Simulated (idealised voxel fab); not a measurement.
This is a process module. Its name is voxel gate over fins.
Cross-section cut spans 250 nm and uses square cells 5 nm in size.
How to read a cross-section here: the picture is a grid of square cells, written as bands going from the top down, and any band can span one or more rows of cells. The entry gives the band's vertical extent as a top height and a bottom height in nm, then its horizontal make-up as materials from left to right, each with a width in nm. "blank" stands for empty space; a single material marked "full width" fills the band edge to edge. The level at which height equals 0 is the one under which the wafer, as it arrives, is entirely one material. No lower edge exists for the bottom band, which continues downward and is notated as in "0 and below". Per-row width for "30->40": begins at first number (top row of band), ends at second number (bottom row), increment between rows held constant. You'll sometimes find "no modification" written for a step, and that's the way of saying that nowhere in the cross-section did a cell change during that step. Each empty space that has no open way to the top and spans at least 8 cells appears under "Trapped voids" as width x height at distance, the distance counted from the left edge, all in nm. That trailing text on a step's line, after the settings, is the simulator's own remark on the step. overlay nm: for a step with a mask, the amount by which the mask lay right of where it was planned; a negative amount means left of it. Pairs follow: section before one process step, section after it down to the lowest changed band, step with settings underneath. Pairs may come from different runs of this module on the same starting wafer; continuity with the pair above only as stated in the "Pre-step condition" entry.

**Pre-step condition**
  5 down to 0: blank 45, then HfO2 35, then blank 5, then HfO2 35, then blank 5, then HfO2 35, then blank 5, then HfO2 35, then blank 50
  0 down to -5: blank 45, then HfO2 5, then Si 25, then HfO2 5, then blank 5, then HfO2 5, then Si 25, then HfO2 5, then blank 5, then HfO2 5, then Si 25, then HfO2 5, then blank 5, then HfO2 5, then Si 25, then HfO2 5, then blank 50
  -5 down to -10: HfO2 50, then Si 25, then HfO2 15, then Si 25, then HfO2 15, then Si 25, then HfO2 15, then Si 25, then HfO2 55
  -10 down to -35: SiO2 50, then Si 25, then SiO2 15, then Si 25, then SiO2 15, then Si 25, then SiO2 15, then Si 25, then SiO2 55
  -35 and below: Si full width
  Trapped voids: none

**Step Result**
  10 down to 5: blank 40, then TiN 165, then blank 45
  5 down to 0: blank 40, then TiN 5, then HfO2 35, then TiN 5, then HfO2 35, then TiN 5, then HfO2 35, then TiN 5, then HfO2 35, then TiN 5, then blank 45
  0 down to -5: TiN 45, then HfO2 5, then Si 25, then HfO2 5, then TiN 5, then HfO2 5, then Si 25, then HfO2 5, then TiN 5, then HfO2 5, then Si 25, then HfO2 5, then TiN 5, then HfO2 5, then Si 25, then HfO2 5, then TiN 50
  below -5: unchanged
  Trapped voids: none
Step between the pre-process and post-process cross-sections given above: CONFORMAL_DEP, material TiN, thk nm 5

Pre-step condition: it's just the after picture from the pair right above this one.

**Step Result**
  15 down to 10: blank 35, then TiAl 175, then blank 40
  10 down to 5: blank 35, then TiAl 5, then TiN 165, then TiAl 5, then blank 40
  5 down to 0: TiAl 40, then TiN 5, then HfO2 35, then TiN 5, then HfO2 35, then TiN 5, then HfO2 35, then TiN 5, then HfO2 35, then TiN 5, then TiAl 45
  below 0: unchanged
  Trapped voids: none
Step between the pre-process and post-process cross-sections given above: CONFORMAL_DEP, material TiAl, thk nm 5

Pre-step condition: it's just the after picture from the pair right above this one.

**Step Result**
  20 down to 15: blank 30, then TiN 185, then blank 35
  15 down to 10: blank 30, then TiN 5, then TiAl 175, then TiN 5, then blank 35
  10 down to 5: TiN 35, then TiAl 5, then TiN 165, then TiAl 5, then TiN 40
  below 5: unchanged
  Trapped voids: none
Step between the pre-process and post-process cross-sections given above: CONFORMAL_DEP, material TiN, thk nm 5

Pre-step condition: it's just the after picture from the pair right above this one.

**Step Result**
  30 down to 20: W full width
  20 down to 15: W 30, then TiN 185, then W 35
  15 down to 10: W 30, then TiN 5, then TiAl 175, then TiN 5, then W 35
  below 10: unchanged
  Trapped voids: none
Step between the pre-process and post-process cross-sections given above: FILL_DEP, material W, thk nm 10

Pre-step condition: it's just the after picture from the pair right above this one.

**Step Result**
  25 down to 20: W full width
  below 20: unchanged
  Trapped voids: none
Step between the pre-process and post-process cross-sections given above: CMP, height nm 25

Pre-step condition: it's just the after picture from the pair right above this one.

**Step Result**
  35 down to 25: SiN full width
  below 25: unchanged
  Trapped voids: none
Step between the pre-process and post-process cross-sections given above: CONFORMAL_DEP, material SiN, thk nm 10

**Pre-step condition**
  5 down to 0: SiN full width
  0 and below: Si full width
  Trapped voids: none

**Step Result**
  20 down to 5: blank 50, then resist 15, then blank 25, then resist 15, then blank 25, then resist 15, then blank 25, then resist 15, then blank 65
  below 5: unchanged
  Trapped voids: none
Step between the pre-process and post-process cross-sections given above: PATTERN, tone cover, mask id FINS, material resist, width nm 15, pitch nm 40, thk nm 15, overlay nm -5

Pre-step condition: it's just the after picture from the pair right above this one.

**Step Result**
  20 down to 5: blank 50, then resist 15, then blank 25, then resist 15, then blank 25, then resist 15, then blank 25, then resist 15, then blank 65
  5 down to 0: blank 50, then SiN 15, then blank 25, then SiN 15, then blank 25, then SiN 15, then blank 25, then SiN 15, then blank 65
  below 0: unchanged
  Trapped voids: none
Step between the pre-process and post-process cross-sections given above: DIRECTIONAL_ETCH, etch materials SiN, depth nm 5

Pre-step condition: it's just the after picture from the pair right above this one.

**Step Result**
  20 down to 5: blank 50, then resist 15, then blank 25, then resist 15, then blank 25, then resist 15, then blank 25, then resist 15, then blank 65
  5 down to 0: blank 50, then SiN 15, then blank 25, then SiN 15, then blank 25, then SiN 15, then blank 25, then SiN 15, then blank 65
  0 down to -35: blank 50, then Si 15, then blank 25, then Si 15, then blank 25, then Si 15, then blank 25, then Si 15, then blank 65
  below -35: unchanged
  Trapped voids: none
Step between the pre-process and post-process cross-sections given above: DIRECTIONAL_ETCH, etch materials Si, depth nm 35

Pre-step condition: it's just the after picture from the pair right above this one.

**Step Result**
  5 down to 0: blank 50, then SiN 15, then blank 25, then SiN 15, then blank 25, then SiN 15, then blank 25, then SiN 15, then blank 65
  below 0: unchanged
  Trapped voids: none
Step between the pre-process and post-process cross-sections given above: STRIP, etch materials resist

Pre-step condition: it's just the after picture from the pair right above this one.

**Step Result**
  20 down to 5: SiO2 full width
  5 down to 0: SiO2 50, then SiN 15, then SiO2 25, then SiN 15, then SiO2 25, then SiN 15, then SiO2 25, then SiN 15, then SiO2 65
  0 down to -35: SiO2 50, then Si 15, then SiO2 25, then Si 15, then SiO2 25, then Si 15, then SiO2 25, then Si 15, then SiO2 65
  below -35: unchanged
  Trapped voids: none
Step between the pre-process and post-process cross-sections given above: FILL_DEP, material SiO2, thk nm 15

Pre-step condition: it's just the after picture from the pair right above this one.

**Step Result**
  5 down to 0: SiO2 50, then SiN 15, then SiO2 25, then SiN 15, then SiO2 25, then SiN 15, then SiO2 25, then SiN 15, then SiO2 65
  below 0: unchanged
  Trapped voids: none
Step between the pre-process and post-process cross-sections given above: CMP, height nm 5

Pre-step condition: it's just the after picture from the pair right above this one.

**Step Result**
  5 down to 0: blank 50, then SiN 15, then blank 25, then SiN 15, then blank 25, then SiN 15, then blank 25, then SiN 15, then blank 65
  0 down to -10: blank 50, then Si 15, then blank 25, then Si 15, then blank 25, then Si 15, then blank 25, then Si 15, then blank 65
  below -10: unchanged
  Trapped voids: none
Step between the pre-process and post-process cross-sections given above: SELECTIVE_ETCH, etch materials SiO2, depth nm 15

Pre-step condition: it's just the after picture from the pair right above this one.

**Step Result**
  0 down to -10: blank 50, then Si 15, then blank 25, then Si 15, then blank 25, then Si 15, then blank 25, then Si 15, then blank 65
  below -10: unchanged
  Trapped voids: none
Step between the pre-process and post-process cross-sections given above: STRIP, etch materials SiN

Pre-step condition: it's just the after picture from the pair right above this one.

**Step Result**
  5 down to 0: blank 45, then HfO2 25, then blank 15, then HfO2 25, then blank 15, then HfO2 25, then blank 15, then HfO2 25, then blank 60
  0 down to -5: blank 45, then HfO2 5, then Si 15, then HfO2 5, then blank 15, then HfO2 5, then Si 15, then HfO2 5, then blank 15, then HfO2 5, then Si 15, then HfO2 5, then blank 15, then HfO2 5, then Si 15, then HfO2 5, then blank 60
  -5 down to -10: HfO2 50, then Si 15, then HfO2 25, then Si 15, then HfO2 25, then Si 15, then HfO2 25, then Si 15, then HfO2 65
  below -10: unchanged
  Trapped voids: none
Step between the pre-process and post-process cross-sections given above: CONFORMAL_DEP, material HfO2, thk nm 5

Pre-step condition: it's just the after picture from the pair right above this one.

**Step Result**
  10 down to 5: blank 40, then TiN 35, then blank 5, then TiN 35, then blank 5, then TiN 35, then blank 5, then TiN 35, then blank 55
  5 down to 0: blank 40, then TiN 5, then HfO2 25, then TiN 5, then blank 5, then TiN 5, then HfO2 25, then TiN 5, then blank 5, then TiN 5, then HfO2 25, then TiN 5, then blank 5, then TiN 5, then HfO2 25, then TiN 5, then blank 55
  0 down to -5: TiN 45, then HfO2 5, then Si 15, then HfO2 5, then TiN 15, then HfO2 5, then Si 15, then HfO2 5, then TiN 15, then HfO2 5, then Si 15, then HfO2 5, then TiN 15, then HfO2 5, then Si 15, then HfO2 5, then TiN 60
  below -5: unchanged
  Trapped voids: none
Step between the pre-process and post-process cross-sections given above: CONFORMAL_DEP, material TiN, thk nm 5

Pre-step condition: it's just the after picture from the pair right above this one.

**Step Result**
  15 down to 10: blank 35, then TiAl 165, then blank 50
  10 down to 5: blank 35, then TiAl 5, then TiN 35, then TiAl 5, then TiN 35, then TiAl 5, then TiN 35, then TiAl 5, then TiN 35, then TiAl 5, then blank 50
  5 down to 0: TiAl 40, then TiN 5, then HfO2 25, then TiN 5, then TiAl 5, then TiN 5, then HfO2 25, then TiN 5, then TiAl 5, then TiN 5, then HfO2 25, then TiN 5, then TiAl 5, then TiN 5, then HfO2 25, then TiN 5, then TiAl 55
  below 0: unchanged
  Trapped voids: none
Step between the pre-process and post-process cross-sections given above: CONFORMAL_DEP, material TiAl, thk nm 5

Pre-step condition: it's just the after picture from the pair right above this one.

**Step Result**
  20 down to 15: blank 30, then TiN 175, then blank 45
  15 down to 10: blank 30, then TiN 5, then TiAl 165, then TiN 5, then blank 45
  10 down to 5: TiN 35, then TiAl 5, then TiN 35, then TiAl 5, then TiN 35, then TiAl 5, then TiN 35, then TiAl 5, then TiN 35, then TiAl 5, then TiN 50
  below 5: unchanged
  Trapped voids: none
Step between the pre-process and post-process cross-sections given above: CONFORMAL_DEP, material TiN, thk nm 5

Pre-step condition: it's just the after picture from the pair right above this one.

**Step Result**
  30 down to 20: W full width
  20 down to 15: W 30, then TiN 175, then W 45
  15 down to 10: W 30, then TiN 5, then TiAl 165, then TiN 5, then W 45
  below 10: unchanged
  Trapped voids: none
Step between the pre-process and post-process cross-sections given above: FILL_DEP, material W, thk nm 10

Pre-step condition: it's just the after picture from the pair right above this one.

**Step Result**
  25 down to 20: W full width
  below 20: unchanged
  Trapped voids: none
Step between the pre-process and post-process cross-sections given above: CMP, height nm 25

Pre-step condition: it's just the after picture from the pair right above this one.

**Step Result**
  35 down to 25: SiN full width
  below 25: unchanged
  Trapped voids: none
Step between the pre-process and post-process cross-sections given above: CONFORMAL_DEP, material SiN, thk nm 10

**Pre-step condition**
  5 down to 0: blank 55, then SiN 15, then blank 25, then SiN 15, then blank 25, then SiN 15, then blank 25, then SiN 15, then blank 60
  0 down to -35: blank 55, then Si 15, then blank 25, then Si 15, then blank 25, then Si 15, then blank 25, then Si 15, then blank 60
  -35 and below: Si full width
  Trapped voids: none

**Step Result**
  20 down to 5: TiAl full width
  5 down to 0: TiAl 55, then SiN 15, then TiAl 25, then SiN 15, then TiAl 25, then SiN 15, then TiAl 25, then SiN 15, then TiAl 60
  0 down to -35: TiAl 55, then Si 15, then TiAl 25, then Si 15, then TiAl 25, then Si 15, then TiAl 25, then Si 15, then TiAl 60
  below -35: unchanged
  Trapped voids: none
Step between the pre-process and post-process cross-sections given above: FILL_DEP, material TiAl, thk nm 15

Pre-step condition: it's just the after picture from the pair right above this one.

**Step Result**
  5 down to 0: TiAl 55, then SiN 15, then TiAl 25, then SiN 15, then TiAl 25, then SiN 15, then TiAl 25, then SiN 15, then TiAl 60
  below 0: unchanged
  Trapped voids: none
Step between the pre-process and post-process cross-sections given above: CMP, height nm 5

Pre-step condition: it's just the after picture from the pair right above this one.

**Step Result**
  5 down to 0: TiAl 55, then blank 15, then TiAl 25, then blank 15, then TiAl 25, then blank 15, then TiAl 25, then blank 15, then TiAl 60
  below 0: unchanged
  Trapped voids: none
Step between the pre-process and post-process cross-sections given above: STRIP, etch materials SiN

Pre-step condition: it's just the after picture from the pair right above this one.

**Step Result**
  10 down to 5: HfO2 60, then blank 5, then HfO2 35, then blank 5, then HfO2 35, then blank 5, then HfO2 35, then blank 5, then HfO2 65
  5 down to 0: TiAl 55, then HfO2 15, then TiAl 25, then HfO2 15, then TiAl 25, then HfO2 15, then TiAl 25, then HfO2 15, then TiAl 60
  below 0: unchanged
  Trapped voids: none
Step between the pre-process and post-process cross-sections given above: CONFORMAL_DEP, material HfO2, thk nm 5

Pre-step condition: it's just the after picture from the pair right above this one.

**Step Result**
  15 down to 10: TiN full width
  10 down to 5: HfO2 60, then TiN 5, then HfO2 35, then TiN 5, then HfO2 35, then TiN 5, then HfO2 35, then TiN 5, then HfO2 65
  below 5: unchanged
  Trapped voids: none
Step between the pre-process and post-process cross-sections given above: CONFORMAL_DEP, material TiN, thk nm 5

Pre-step condition: it's just the after picture from the pair right above this one.

**Step Result**
  20 down to 15: TiAl full width
  below 15: unchanged
  Trapped voids: none
Step between the pre-process and post-process cross-sections given above: CONFORMAL_DEP, material TiAl, thk nm 5

Pre-step condition: it's just the after picture from the pair right above this one.

**Step Result**
  25 down to 20: TiN full width
  below 20: unchanged
  Trapped voids: none
Step between the pre-process and post-process cross-sections given above: CONFORMAL_DEP, material TiN, thk nm 5

Pre-step condition: it's just the after picture from the pair right above this one.

**Step Result**
  35 down to 25: W full width
  below 25: unchanged
  Trapped voids: none
Step between the pre-process and post-process cross-sections given above: FILL_DEP, material W, thk nm 10

Pre-step condition: it's just the after picture from the pair right above this one.

**Step Result**
  25 down to 20: TiN full width
  below 20: unchanged
  Trapped voids: none
Step between the pre-process and post-process cross-sections given above: CMP, height nm 25

Pre-step condition: it's just the after picture from the pair right above this one.

**Step Result**
  35 down to 25: SiN full width
  below 25: unchanged
  Trapped voids: none
Step between the pre-process and post-process cross-sections given above: CONFORMAL_DEP, material SiN, thk nm 10

**Pre-step condition**
  5 down to 0: SiN full width
  0 and below: Si full width
  Trapped voids: none

**Step Result**
  20 down to 5: resist 55, then blank 15, then resist 25, then blank 15, then resist 25, then blank 15, then resist 25, then blank 15, then resist 60
  below 5: unchanged
  Trapped voids: none
Step between the pre-process and post-process cross-sections given above: PATTERN, tone open, mask id FINS, material resist, width nm 15, pitch nm 40, thk nm 15, overlay nm 0

Pre-step condition: it's just the after picture from the pair right above this one.

**Step Result**
  20 down to 5: resist 55, then blank 15, then resist 25, then blank 15, then resist 25, then blank 15, then resist 25, then blank 15, then resist 60
  5 down to 0: SiN 55, then blank 15, then SiN 25, then blank 15, then SiN 25, then blank 15, then SiN 25, then blank 15, then SiN 60
  below 0: unchanged
  Trapped voids: none
Step between the pre-process and post-process cross-sections given above: DIRECTIONAL_ETCH, etch materials SiN, depth nm 5

Pre-step condition: it's just the after picture from the pair right above this one.

**Step Result**
  20 down to 5: resist 55, then blank 15, then resist 25, then blank 15, then resist 25, then blank 15, then resist 25, then blank 15, then resist 60
  5 down to 0: SiN 55, then blank 15, then SiN 25, then blank 15, then SiN 25, then blank 15, then SiN 25, then blank 15, then SiN 60
  0 down to -35: Si 55, then blank 15, then Si 25, then blank 15, then Si 25, then blank 15, then Si 25, then blank 15, then Si 60
  below -35: unchanged
  Trapped voids: none
Step between the pre-process and post-process cross-sections given above: DIRECTIONAL_ETCH, etch materials Si, depth nm 35

Pre-step condition: it's just the after picture from the pair right above this one.

**Step Result**
  5 down to 0: SiN 55, then blank 15, then SiN 25, then blank 15, then SiN 25, then blank 15, then SiN 25, then blank 15, then SiN 60
  below 0: unchanged
  Trapped voids: none
Step between the pre-process and post-process cross-sections given above: STRIP, etch materials resist

Pre-step condition: it's just the after picture from the pair right above this one.

**Step Result**
  20 down to 5: SiO2 full width
  5 down to 0: SiN 55, then SiO2 15, then SiN 25, then SiO2 15, then SiN 25, then SiO2 15, then SiN 25, then SiO2 15, then SiN 60
  0 down to -35: Si 55, then SiO2 15, then Si 25, then SiO2 15, then Si 25, then SiO2 15, then Si 25, then SiO2 15, then Si 60
  below -35: unchanged
  Trapped voids: none
Step between the pre-process and post-process cross-sections given above: FILL_DEP, material SiO2, thk nm 15

Pre-step condition: it's just the after picture from the pair right above this one.

**Step Result**
  5 down to 0: SiN 55, then SiO2 15, then SiN 25, then SiO2 15, then SiN 25, then SiO2 15, then SiN 25, then SiO2 15, then SiN 60
  below 0: unchanged
  Trapped voids: none
Step between the pre-process and post-process cross-sections given above: CMP, height nm 5

Pre-step condition: it's just the after picture from the pair right above this one.

**Step Result**
  5 down to 0: SiN 55, then blank 15, then SiN 25, then blank 15, then SiN 25, then blank 15, then SiN 25, then blank 15, then SiN 60
  0 down to -10: Si 55, then blank 15, then Si 25, then blank 15, then Si 25, then blank 15, then Si 25, then blank 15, then Si 60
  below -10: unchanged
  Trapped voids: none
Step between the pre-process and post-process cross-sections given above: SELECTIVE_ETCH, etch materials SiO2, depth nm 15

Pre-step condition: it's just the after picture from the pair right above this one.

**Step Result**
  0 down to -10: Si 55, then blank 15, then Si 25, then blank 15, then Si 25, then blank 15, then Si 25, then blank 15, then Si 60
  below -10: unchanged
  Trapped voids: none
Step between the pre-process and post-process cross-sections given above: STRIP, etch materials SiN

Pre-step condition: it's just the after picture from the pair right above this one.

**Step Result**
  5 down to 0: HfO2 60, then blank 5, then HfO2 35, then blank 5, then HfO2 35, then blank 5, then HfO2 35, then blank 5, then HfO2 65
  0 down to -5: Si 55, then HfO2 5, then blank 5, then HfO2 5, then Si 25, then HfO2 5, then blank 5, then HfO2 5, then Si 25, then HfO2 5, then blank 5, then HfO2 5, then Si 25, then HfO2 5, then blank 5, then HfO2 5, then Si 60
  -5 down to -10: Si 55, then HfO2 15, then Si 25, then HfO2 15, then Si 25, then HfO2 15, then Si 25, then HfO2 15, then Si 60
  below -10: unchanged
  Trapped voids: none
Step between the pre-process and post-process cross-sections given above: CONFORMAL_DEP, material HfO2, thk nm 5

Pre-step condition: it's just the after picture from the pair right above this one.

**Step Result**
  10 down to 5: TiN full width
  5 down to 0: HfO2 60, then TiN 5, then HfO2 35, then TiN 5, then HfO2 35, then TiN 5, then HfO2 35, then TiN 5, then HfO2 65
  0 down to -5: Si 55, then HfO2 5, then TiN 5, then HfO2 5, then Si 25, then HfO2 5, then TiN 5, then HfO2 5, then Si 25, then HfO2 5, then TiN 5, then HfO2 5, then Si 25, then HfO2 5, then TiN 5, then HfO2 5, then Si 60
  below -5: unchanged
  Trapped voids: none
Step between the pre-process and post-process cross-sections given above: CONFORMAL_DEP, material TiN, thk nm 5

Pre-step condition: it's just the after picture from the pair right above this one.

**Step Result**
  15 down to 10: TiAl full width
  below 10: unchanged
  Trapped voids: none
Step between the pre-process and post-process cross-sections given above: CONFORMAL_DEP, material TiAl, thk nm 5

Pre-step condition: it's just the after picture from the pair right above this one.

**Step Result**
  20 down to 15: TiN full width
  below 15: unchanged
  Trapped voids: none
Step between the pre-process and post-process cross-sections given above: CONFORMAL_DEP, material TiN, thk nm 5

Pre-step condition: it's just the after picture from the pair right above this one.

**Step Result**
  30 down to 20: W full width
  below 20: unchanged
  Trapped voids: none
Step between the pre-process and post-process cross-sections given above: FILL_DEP, material W, thk nm 10

Pre-step condition: it's just the after picture from the pair right above this one.

**Step Result**
  25 down to 20: W full width
  below 20: unchanged
  Trapped voids: none
Step between the pre-process and post-process cross-sections given above: CMP, height nm 25

Pre-step condition: it's just the after picture from the pair right above this one.

**Step Result**
  35 down to 25: SiN full width
  below 25: unchanged
  Trapped voids: none
Step between the pre-process and post-process cross-sections given above: CONFORMAL_DEP, material SiN, thk nm 10
